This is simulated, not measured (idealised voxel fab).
This section sets out a process module, namely voxel quadruple lines.
Section cut is 290 nm wide and gridded with 5 nm square cells.
For the purposes of this document, a cross-section shall be understood as a grid of square cells, specified as bands listed in top-to-bottom order, each band consisting of one or more rows of cells.
Quick guide to a band line: top height, bottom height (nm) up front; then every material left to right with its width in nm. Only one material and it's marked "full width"? Then it fills the band edge to edge. And "air" just means empty space.
Height datum 0, below which the as-received substrate wafer is one material. Lowest band open at the bottom, running downward: "z 0 and below".
Note: "30 to 40" means the width goes from the first number (top row of the band) to the second number (bottom row) in equal steps per row of cells.
"nothing different" means the step left every cell of the cross-section as it was.
"Tabulated closed voids": sealed empty spaces, 8 cells or more, no open way to top, listed width x height at distance, with distance from the left edge and width, height and distance in nm.
The remark found on a step's line after its settings is issued by the simulator itself and pertains to that step.
overlay nm: how far to the right of its planned place the mask lay on this masked step (negative: to the left).
Process steps (planned)
1,RECEIVE,material Si
2,CONFORMAL_DEP,material Al2O3,thk nm 10
3,DIRECTIONAL_DEP,material Ru,thk nm 15
4,DIRECTIONAL_DEP,material polySi,thk nm 20
5,DIRECTIONAL_DEP,material aC,thk nm 20
6,PATTERN,tone cover,mask id MANDREL,material resist,width nm 25,thk nm 30,overlay nm -15
7,DIRECTIONAL_ETCH,etch materials aC,depth nm 20
8,STRIP,etch materials resist
9,CONFORMAL_DEP,material SiO2,thk nm 15
10,DIRECTIONAL_ETCH,etch materials SiO2,depth nm 15
11,STRIP,etch materials aC
12,DIRECTIONAL_ETCH,etch materials polySi,depth nm 20
13,STRIP,etch materials SiO2
14,CONFORMAL_DEP,material SiN,thk nm 5
15,DIRECTIONAL_ETCH,etch materials SiN,depth nm 5
16,STRIP,etch materials polySi
17,DIRECTIONAL_ETCH,etch materials Ru,depth nm 15
18,STRIP,etch materials SiN
19,FILL_DEP,material lowk,thk nm 5
20,CMP,height nm 25
Where the wafers of this document differ is in the overlay nm of step 6; they start out the same, and the plan states the value that applied to the first wafer.
Cross-section of the first of several received wafers, showing its state after step 1
- z 0 and below | Si full width
- Tabulated closed voids: none
The first of several wafers, seen in cross-section after the module's last step, step 20
- z 25 to 10 | lowk=95 / Ru=5 / lowk=15 / Ru=5 / lowk=15 / Ru=5 / lowk=15 / Ru=5 / lowk=130
- z 10 to 0 | Al2O3 full width
- z 0 and below | Si full width
- Tabulated closed voids: none
The final wafer, sectioned at module end
- z 25 to 10 | lowk=125 / Ru=5 / lowk=15 / Ru=5 / lowk=15 / Ru=5 / lowk=15 / Ru=5 / lowk=100
- z 10 to 0 | Al2O3 full width
- z 0 and below | Si full width
- Tabulated closed voids: none
Each row below is a wafer at the end of the module, listing for every material the number of cells it has gained (+) or lost (-) since it was received, followed by its closed voids
overlay nm -15, +116 Al2O3, +12 Ru, +162 lowk, Tabulated closed voids: none
overlay nm -10, +116 Al2O3, +12 Ru, +162 lowk, Tabulated closed voids: none
overlay nm -5, +116 Al2O3, +12 Ru, +162 lowk, Tabulated closed voids: none
overlay nm 0, +116 Al2O3, +12 Ru, +162 lowk, Tabulated closed voids: none
overlay nm 5, +116 Al2O3, +12 Ru, +162 lowk, Tabulated closed voids: none
overlay nm 10, +116 Al2O3, +12 Ru, +162 lowk, Tabulated closed voids: none
overlay nm 15, +116 Al2O3, +12 Ru, +162 lowk, Tabulated closed voids: none
